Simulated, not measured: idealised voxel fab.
The name of this process module is voxel ribs on slabs.
FYI the section here is cut, 205 nm wide, cells are 5 nm squares.
The cross-sections in this document take the form of a grid made of square cells. They are written out as bands, in order from top to bottom. Each band consists of one or more rows of cells. The band entry comprises the height of the band's top followed by the height of its bottom, expressed in nm, and subsequently the band's materials from left to right, each stated together with its width in nm. Where a single material is marked with the word "edge to edge", that material fills the band from edge to edge. The word "blank" represents empty space. We count height from 0. Below that, the starting wafer is all one material. The lowest band never ends at the bottom but goes on down; see "0 and below" for how that is written. A width such as "30..40" changes by the same amount from each row of cells to the next, from the band's top row to its bottom row. "nothing changed" -> step changed no cross-section cell. Under "Sealed void listing" you'll find the enclosed gaps, the ones with no way out to the top, that are 8 cells or bigger; each reads width x height at distance, with distance counted from the left edge, everything in nm. Heads up: the bit after the settings on a step's line is the simulator's remark on that step. For masked steps, "overlay nm" on the step line gives how far right of plan the mask actually lay; a minus sign means it lay to the left.
### Planned process steps
1 RECEIVE with material Si
2 DIRECTIONAL_DEP with material SiO2, thk nm 25
3 DIRECTIONAL_DEP with material SiN, thk nm 15
4 DIRECTIONAL_DEP with material aC, thk nm 15
5 PATTERN with tone cover, mask id RIB, material resist, width nm 20, thk nm 30, overlay nm 0
6 DIRECTIONAL_ETCH with etch materials aC, depth nm 15
7 STRIP with etch materials resist
8 DIRECTIONAL_ETCH with etch materials SiN, depth nm 5
9 STRIP with etch materials aC
10 MASKED_ETCH with tone cover, mask id SLAB, width nm 80, etch materials SiN, depth nm 10, overlay nm 0
11 FILL_DEP with material SiO2, thk nm 25
12 CMP with height nm 55
13 DIRECTIONAL_DEP with material TiN, thk nm 5
14 PATTERN with tone cover, mask id HEATER, material resist, width nm 30, thk nm 15, overlay nm 0
15 DIRECTIONAL_ETCH with etch materials TiN, depth nm 5
16 STRIP with etch materials resist
17 CONFORMAL_DEP with material SiO2, thk nm 10
### Wafer cross-section on receipt, i.e. after step 1
    0 and below | Si edge to edge
    Sealed void listing: none
### Wafer cross-section at end of module: start and plan as shown above, one execution error
    70 down to 65 | 75 nm blank; 50 nm SiO2; 80 nm blank
    65 down to 60 | SiO2 edge to edge
    60 down to 55 | 85 nm SiO2; 30 nm TiN; 90 nm SiO2
    55 down to 40 | SiO2 edge to edge
    40 down to 35 | 60 nm SiO2; 30 nm SiN; 20 nm SiO2; 30 nm SiN; 65 nm SiO2
    35 down to 30 | 60 nm SiO2; 80 nm SiN; 65 nm SiO2
    30 down to 25 | SiN edge to edge
    25 down to 0 | SiO2 edge to edge
    0 and below | Si edge to edge
    Sealed void listing: none
Here's what went sideways: step 5: run off-plan, actual operation and settings PATTERN with tone open, mask id RIB, material resist, width nm 20, thk nm 30, overlay nm 0
